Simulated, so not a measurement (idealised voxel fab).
A process module follows: voxel self aligned contacts.
Xsec cut, 210 nm wide, square cell size 5 nm.
Cross-section, as written here: a square-cell grid given band by band from the top down, where a band holds one or more rows of cells.
Look at the band entry: it leads with the top's height and the bottom's height in nm. Then it lists the materials left to right, with a width in nm for each. The word "everywhere" on a single material says that material fills the band edge to edge. The word "air" is empty space.
Heights are reckoned from 0. Under this level, the received wafer is all of one material. The bottommost band is open-ended downward, for example "0 down".
Graded width ("30->40"): value in top row of band = first number; value in bottom row = second number; row-to-row change constant.
"no alterations made" (step): cross-section cells unchanged, all of them.
Empty spaces without an open route to the top, at least 8 cells in extent, make up the entry "Sealed internal voids"; each is given as width x height at distance, where the distance is measured from the left edge, and all are in nm.
On each step's line, the part that comes after the settings is the simulator's own comment on the step.
The setting "overlay nm" may be written on the line of a step. When the step uses a mask, the value reports how far to the right of the planned place the mask lay, and a negative value reports that it lay to the left.

[This section lists the process steps that were planned]
step 1: RECEIVE with material Si
step 2: CONFORMAL_DEP with material SiO2, thk nm 5
step 3: DIRECTIONAL_DEP with material polySi, thk nm 20
step 4: DIRECTIONAL_DEP with material SiN, thk nm 25
step 5: PATTERN with tone cover, mask id GATE, material resist, width nm 25, pitch nm 65, thk nm 20, overlay nm 0
step 6: DIRECTIONAL_ETCH with etch materials SiN, depth nm 25
step 7: DIRECTIONAL_ETCH with etch materials polySi, depth nm 20
step 8: STRIP with etch materials resist
step 9: CONFORMAL_DEP with material SiN, thk nm 10
step 10: DIRECTIONAL_ETCH with etch materials SiN, depth nm 10
step 11: FILL_DEP with material SiO2, thk nm 15
step 12: CMP with height nm 60
step 13: PATTERN with tone open, mask id CONTACT, material resist, width nm 50, thk nm 20, overlay nm 0
step 14: DIRECTIONAL_ETCH with etch materials SiO2, depth nm 60
step 15: STRIP with etch materials resist
step 16: CONFORMAL_DEP with material TiN, thk nm 5
step 17: FILL_DEP with material W, thk nm 10
step 18: CMP with height nm 60
step 19: CONFORMAL_DEP with material SiCN, thk nm 5

[Wafer, first of two, run as planned]

[Cross-section: wafer on arrival = after step 1]
* 0 down | Si everywhere
* Sealed internal voids: none

[after step 2]
* 5 to 0 | SiO2 everywhere
* Below 0 it's all the same as before, nothing changed down there.

[after step 3]
* 25 to 5 | polySi everywhere
* Below 5 it's all the same as before, nothing changed down there.

[after step 4]
* 50 to 25 | SiN everywhere
* Below 25 it's all the same as before, nothing changed down there.

[after step 5]
* 70 to 50 | air: 60, resist: 25, air: 40, resist: 25, air: 60
* Below 50 it's all the same as before, nothing changed down there.

[after step 6]
* 70 to 50 | air: 60, resist: 25, air: 40, resist: 25, air: 60
* 50 to 25 | air: 60, SiN: 25, air: 40, SiN: 25, air: 60
* Below 25 it's all the same as before, nothing changed down there.

[after step 7]
* 70 to 50 | air: 60, resist: 25, air: 40, resist: 25, air: 60
* 50 to 25 | air: 60, SiN: 25, air: 40, SiN: 25, air: 60
* 25 to 5 | air: 60, polySi: 25, air: 40, polySi: 25, air: 60
* Below 5 it's all the same as before, nothing changed down there.

[after step 8]
* 50 to 25 | air: 60, SiN: 25, air: 40, SiN: 25, air: 60
* Below 25 it's all the same as before, nothing changed down there.

[after step 9]
* 60 to 25 | air: 50, SiN: 45, air: 20, SiN: 45, air: 50
* 25 to 15 | air: 50, SiN: 10, polySi: 25, SiN: 10, air: 20, SiN: 10, polySi: 25, SiN: 10, air: 50
* 15 to 5 | SiN: 60, polySi: 25, SiN: 40, polySi: 25, SiN: 60
* Below 5 it's all the same as before, nothing changed down there.

[after step 10]
* 50 to 25 | air: 50, SiN: 45, air: 20, SiN: 45, air: 50
* 25 to 5 | air: 50, SiN: 10, polySi: 25, SiN: 10, air: 20, SiN: 10, polySi: 25, SiN: 10, air: 50
* Below 5 it's all the same as before, nothing changed down there.

[after step 11]
* 65 to 50 | SiO2 everywhere
* 50 to 25 | SiO2: 50, SiN: 45, SiO2: 20, SiN: 45, SiO2: 50
* 25 to 5 | SiO2: 50, SiN: 10, polySi: 25, SiN: 10, SiO2: 20, SiN: 10, polySi: 25, SiN: 10, SiO2: 50
* Below 5 it's all the same as before, nothing changed down there.

[after step 12]
* 60 to 50 | SiO2 everywhere
* Below 50 it's all the same as before, nothing changed down there.

[after step 13]
* 80 to 60 | resist: 80, air: 50, resist: 80
* Below 60 it's all the same as before, nothing changed down there.

[after step 14]
* 80 to 60 | resist: 80, air: 50, resist: 80
* 60 to 50 | SiO2: 80, air: 50, SiO2: 80
* 50 to 25 | SiO2: 50, SiN: 45, air: 20, SiN: 45, SiO2: 50
* 25 to 5 | SiO2: 50, SiN: 10, polySi: 25, SiN: 10, air: 20, SiN: 10, polySi: 25, SiN: 10, SiO2: 50
* 5 to 0 | SiO2: 95, air: 20, SiO2: 95
* Below 0 it's all the same as before, nothing changed down there.

[after step 15]
* 60 to 50 | SiO2: 80, air: 50, SiO2: 80
* Below 50 it's all the same as before, nothing changed down there.

[after step 16]
* 65 to 60 | TiN: 85, air: 40, TiN: 85
* 60 to 50 | SiO2: 80, TiN: 5->20, air: 40->10, TiN: 5->20, SiO2: 80
* 50 to 25 | SiO2: 50, SiN: 45, TiN: 5, air: 10, TiN: 5, SiN: 45, SiO2: 50
* 25 to 5 | SiO2: 50, SiN: 10, polySi: 25, SiN: 10, TiN: 5, air: 10, TiN: 5, SiN: 10, polySi: 25, SiN: 10, SiO2: 50
* 5 to 0 | SiO2: 95, TiN: 20, SiO2: 95
* Below 0 it's all the same as before, nothing changed down there.

[after step 17]
* 75 to 65 | W everywhere
* 65 to 60 | TiN: 85, W: 40, TiN: 85
* 60 to 50 | SiO2: 80, TiN: 5->20, W: 40->10, TiN: 5->20, SiO2: 80
* 50 to 25 | SiO2: 50, SiN: 45, TiN: 5, W: 10, TiN: 5, SiN: 45, SiO2: 50
* 25 to 5 | SiO2: 50, SiN: 10, polySi: 25, SiN: 10, TiN: 5, W: 10, TiN: 5, SiN: 10, polySi: 25, SiN: 10, SiO2: 50
* Below 5 it's all the same as before, nothing changed down there.

[after step 18]
* 60 to 50 | SiO2: 80, TiN: 5->20, W: 40->10, TiN: 5->20, SiO2: 80
* Below 50 it's all the same as before, nothing changed down there.

[after step 19]
* 65 to 60 | SiCN everywhere
* Below 60 it's all the same as before, nothing changed down there.

[Second wafer - shared start and plan with the first - one error in running - same as the first up to step 3 inclusive]

[Second wafer shown in cross-section at the time step 4 was slated to end]
* 75 to 25 | SiN everywhere
* Below 25 it's all the same as before, nothing changed down there.

[Second wafer shown in cross-section at the time step 5 was slated to end]
* 95 to 75 | air: 60, resist: 25, air: 40, resist: 25, air: 60
* Below 75 it's all the same as before, nothing changed down there.

[Second wafer shown in cross-section at the time step 6 was slated to end]
* 95 to 75 | air: 60, resist: 25, air: 40, resist: 25, air: 60
* 75 to 50 | air: 60, SiN: 25, air: 40, SiN: 25, air: 60
* Below 50 it's all the same as before, nothing changed down there.

Second wafer shown in cross-section at the time step 7 was slated to end: no alterations made

[Second wafer shown in cross-section at the time step 8 was slated to end]
* 75 to 50 | air: 60, SiN: 25, air: 40, SiN: 25, air: 60
* Below 50 it's all the same as before, nothing changed down there.

[Second wafer shown in cross-section at the time step 9 was slated to end]
* 85 to 60 | air: 50, SiN: 45, air: 20, SiN: 45, air: 50
* 60 to 25 | SiN everywhere
* Below 25 it's all the same as before, nothing changed down there.

[Second wafer shown in cross-section at the time step 10 was slated to end]
* 75 to 50 | air: 50, SiN: 45, air: 20, SiN: 45, air: 50
* Below 50 it's all the same as before, nothing changed down there.

[Second wafer shown in cross-section at the time step 11 was slated to end]
* 90 to 75 | SiO2 everywhere
* 75 to 50 | SiO2: 50, SiN: 45, SiO2: 20, SiN: 45, SiO2: 50
* Below 50 it's all the same as before, nothing changed down there.

[Second wafer shown in cross-section at the time step 12 was slated to end]
* 60 to 50 | SiO2: 50, SiN: 45, SiO2: 20, SiN: 45, SiO2: 50
* Below 50 it's all the same as before, nothing changed down there.

[Second wafer shown in cross-section at the time step 13 was slated to end]
* 80 to 60 | resist: 80, air: 50, resist: 80
* Below 60 it's all the same as before, nothing changed down there.

[Second wafer shown in cross-section at the time step 14 was slated to end]
* 80 to 60 | resist: 80, air: 50, resist: 80
* 60 to 50 | SiO2: 50, SiN: 45, air: 20, SiN: 45, SiO2: 50
* Below 50 it's all the same as before, nothing changed down there.

[Second wafer shown in cross-section at the time step 15 was slated to end]
* 60 to 50 | SiO2: 50, SiN: 45, air: 20, SiN: 45, SiO2: 50
* Below 50 it's all the same as before, nothing changed down there.

[Second wafer shown in cross-section at the time step 16 was slated to end]
* 65 to 60 | TiN: 100, air: 10, TiN: 100
* 60 to 55 | SiO2: 50, SiN: 45, TiN: 5, air: 10, TiN: 5, SiN: 45, SiO2: 50
* 55 to 50 | SiO2: 50, SiN: 45, TiN: 20, SiN: 45, SiO2: 50
* Below 50 it's all the same as before, nothing changed down there.

[Second wafer shown in cross-section at the time step 17 was slated to end]
* 75 to 65 | W everywhere
* 65 to 60 | TiN: 100, W: 10, TiN: 100
* 60 to 55 | SiO2: 50, SiN: 45, TiN: 5, W: 10, TiN: 5, SiN: 45, SiO2: 50
* Below 55 it's all the same as before, nothing changed down there.

[Second wafer shown in cross-section at the time step 18 was slated to end]
* 60 to 55 | SiO2: 50, SiN: 45, TiN: 5, W: 10, TiN: 5, SiN: 45, SiO2: 50
* Below 55 it's all the same as before, nothing changed down there.

[Second wafer shown in cross-section at the time step 19 was slated to end]
* 65 to 60 | SiCN everywhere
* Below 60 it's all the same as before, nothing changed down there.
Deviation from plan: plan step 4 was conducted twice
Upon completion, the second wafer contains, in terms of cells, a greater or smaller amount of certain materials than the first wafer: SiN +124, SiO2 -200, TiN -26, W -26, polySi +128
